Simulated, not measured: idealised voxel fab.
process module | voxel air gaps
cross-section cut | 210 nm wide | cells 5 nm
A cross-section is a grid of square cells, given in bands from the top down. A band is one or more rows of cells.
Each band's line starts with the height of the band's top and of its bottom, in nm. Then come its materials from left to right, each with its width in nm. One material with "throughout" fills the band from edge to edge. "air" is empty space.
Height 0 is the level under which the wafer as received is all one material. The lowest band goes on downwards, as in "0 down".
A width such as "30 to 40" changes by the same amount from each row of cells to the next, from the band's top row to its bottom row.
"no change" after a step means that no cell of the cross-section changed.
closed voids: empty space of 8 cells or more with no open way to the top, each as width x height at its distance from the left edge, in nm
after a step's settings: what the simulator itself notes on the step
overlay nm, on a step with a mask: how far to the right of its planned place the mask lay; to the left if negative
plan
1 op RECEIVE | material Si
2 op CONFORMAL_DEP | material SiO2 | thk nm 10
3 op CONFORMAL_DEP | material SiN | thk nm 5
4 op DIRECTIONAL_DEP | material lowk | thk nm 35
5 op DIRECTIONAL_DEP | material aC | thk nm 15
6 op PATTERN | tone open | mask id LINES | material resist | width nm 15 | pitch nm 45 | thk nm 30 | overlay nm 0
7 op DIRECTIONAL_ETCH | etch materials aC | depth nm 15
8 op STRIP | etch materials resist
9 op DIRECTIONAL_ETCH | etch materials lowk | depth nm 35
10 op STRIP | etch materials aC
11 op CONFORMAL_DEP | material TiN | thk nm 5
12 op FILL_DEP | material Ru | thk nm 5
13 op CMP | height nm 50
14 op EPI | material Ru | thk nm 10
15 op SELECTIVE_ETCH | etch materials lowk | depth nm 45
16 op CONFORMAL_DEP | material SiCN | thk nm 5
as received, after step 1
  0 down: Si throughout
  closed voids: none
first wafer at the end, as planned
  65 to 60: air 15 | SiCN 180 | air 15
  60 to 50: air 15 | SiCN 5 | Ru 35 | SiCN 10 | Ru 35 | SiCN 10 | Ru 35 | SiCN 10 | Ru 35 | SiCN 5 | air 15
  50 to 45: air 15 | SiCN 15 | TiN 5 | Ru 5 | TiN 5 | SiCN 30 | TiN 5 | Ru 5 | TiN 5 | SiCN 30 | TiN 5 | Ru 5 | TiN 5 | SiCN 30 | TiN 5 | Ru 5 | TiN 5 | SiCN 15 | air 15
  45 to 20: air 25 | SiCN 5 | TiN 5 | Ru 5 | TiN 5 | SiCN 5 | air 20 | SiCN 5 | TiN 5 | Ru 5 | TiN 5 | SiCN 5 | air 20 | SiCN 5 | TiN 5 | Ru 5 | TiN 5 | SiCN 5 | air 20 | SiCN 5 | TiN 5 | Ru 5 | TiN 5 | SiCN 5 | air 25
  20 to 15: SiCN 30 | TiN 15 | SiCN 30 | TiN 15 | SiCN 30 | TiN 15 | SiCN 30 | TiN 15 | SiCN 30
  15 to 10: SiN throughout
  10 to 0: SiO2 throughout
  0 down: Si throughout
  closed voids: 20 x 25 at 50; 20 x 25 at 95; 20 x 25 at 140
second wafer at the end: like start, like plan, one mistake
  65 to 60: air 15 | SiCN 180 | air 15
  60 to 50: air 15 | SiCN 5 | Ru 35 | SiCN 10 | Ru 35 | SiCN 10 | Ru 35 | SiCN 10 | Ru 35 | SiCN 5 | air 15
  50 to 45: air 15 | SiCN 15 | TiN 5 | Ru 5 | TiN 5 | SiCN 30 | TiN 5 | Ru 5 | TiN 5 | SiCN 30 | TiN 5 | Ru 5 | TiN 5 | SiCN 30 | TiN 5 | Ru 5 | TiN 5 | SiCN 15 | air 15
  45 to 25: air 25 | SiCN 5 | TiN 5 | Ru 5 | TiN 5 | SiCN 5 | air 20 | SiCN 5 | TiN 5 | Ru 5 | TiN 5 | SiCN 5 | air 20 | SiCN 5 | TiN 5 | Ru 5 | TiN 5 | SiCN 5 | air 20 | SiCN 5 | TiN 5 | Ru 5 | TiN 5 | SiCN 5 | air 25
  25 to 20: SiCN 30 | TiN 15 | SiCN 30 | TiN 15 | SiCN 30 | TiN 15 | SiCN 30 | TiN 15 | SiCN 30
  20 to 15: SiN throughout
  15 to 0: SiO2 throughout
  0 down: Si throughout
  closed voids: 20 x 20 at 50; 20 x 20 at 95; 20 x 20 at 140
what went wrong: step 2 ran as: op CONFORMAL_DEP | material SiO2 | thk nm 15
at the end the second wafer has, in cells: 4 fewer of Ru | 8 fewer of SiCN | 42 more of SiO2 | 8 fewer of TiN
